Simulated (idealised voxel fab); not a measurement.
The process module that follows is named voxel self aligned vias.
Pictured: cross-section cut, 290 nm wide, on a grid of 5 nm square cells.
Heads up, the way a cross-section reads in here is a grid of square cells, handed over as bands from the top down, with every band being one or more rows of cells. This entry defines a band. It first specifies the height of the band's top and the height of its bottom in nm, and then specifies the band's materials from left to right, stating each material with its width in nm. The word "full width" identifies a single material that fills the band from edge to edge, while the word "empty" identifies empty space. The reference from which all heights are counted is 0, the level beneath which the as-received wafer is entirely one material; the lowest band, having no lower bound, proceeds downward and is written after the example "0 down". Width spec "30..40" -> top row of cells at first value, bottom row at second value, equal per-row change in between. "changes: none" means the step left every cell of the cross-section as it was. Closed empty spaces (no open way to the top) of 8 cells or more are what "Enclosed voids" lists, each as width x height at distance from the left edge, nm for all three. Whatever follows a step's settings on its line is a remark the simulator itself makes about that step. The setting "overlay nm" may be written on the line of a step. When the step uses a mask, the value reports how far to the right of the planned place the mask lay, and a negative value reports that it lay to the left.

### These are the steps we planned for the process
1. RECEIVE | material Si
2. CONFORMAL_DEP | material SiO2 | thk nm 10
3. CONFORMAL_DEP | material SiCN | thk nm 5
4. DIRECTIONAL_DEP | material lowk | thk nm 30
5. DIRECTIONAL_DEP | material aC | thk nm 10
6. PATTERN | tone open | mask id LINES | material resist | width nm 30 | pitch nm 80 | thk nm 25 | overlay nm 0
7. DIRECTIONAL_ETCH | etch materials aC | depth nm 10
8. STRIP | etch materials resist
9. DIRECTIONAL_ETCH | etch materials lowk | depth nm 30
10. STRIP | etch materials aC
11. CONFORMAL_DEP | material TiN | thk nm 5
12. FILL_DEP | material Ru | thk nm 5
13. CMP | height nm 45
14. SELECTIVE_ETCH | etch materials W Ru TiN | depth nm 10
15. FILL_DEP | material SiN | thk nm 5
16. CMP | height nm 45
17. DIRECTIONAL_DEP | material lowk | thk nm 15
18. DIRECTIONAL_DEP | material aC | thk nm 15
19. PATTERN | tone open | mask id VIAS | material resist | width nm 50 | pitch nm 80 | thk nm 35 | overlay nm 0
20. DIRECTIONAL_ETCH | etch materials aC | depth nm 15
21. STRIP | etch materials resist
22. DIRECTIONAL_ETCH | etch materials lowk | depth nm 15
23. DIRECTIONAL_ETCH | etch materials SiN | depth nm 10
24. STRIP | etch materials aC
25. CONFORMAL_DEP | material TiN | thk nm 5
26. FILL_DEP | material Ru | thk nm 5
27. CMP | height nm 60
28. CONFORMAL_DEP | material SiCN | thk nm 5
What sets these wafers apart? The thk nm at step 11. They all start alike, and the plan carries the first wafer's value.

### Cross-section of the first of several wafers on receipt, reflecting completion of step 1
> 0 down = Si full width
> Enclosed voids: none

### End of module, by wafer: material-by-material cell gain (+) or loss (-) since receipt, then closed voids
thk nm 5; +72 Ru; +116 SiCN; +116 SiO2; +60 TiN; +390 lowk; Enclosed voids: none
thk nm 10; +56 Ru; +116 SiCN; +116 SiO2; +76 TiN; +390 lowk; Enclosed voids: none
thk nm 15; +48 Ru; +116 SiCN; +116 SiO2; +84 TiN; +390 lowk; Enclosed voids: none
thk nm 20; +48 Ru; +116 SiCN; +116 SiO2; +84 TiN; +390 lowk; Enclosed voids: none
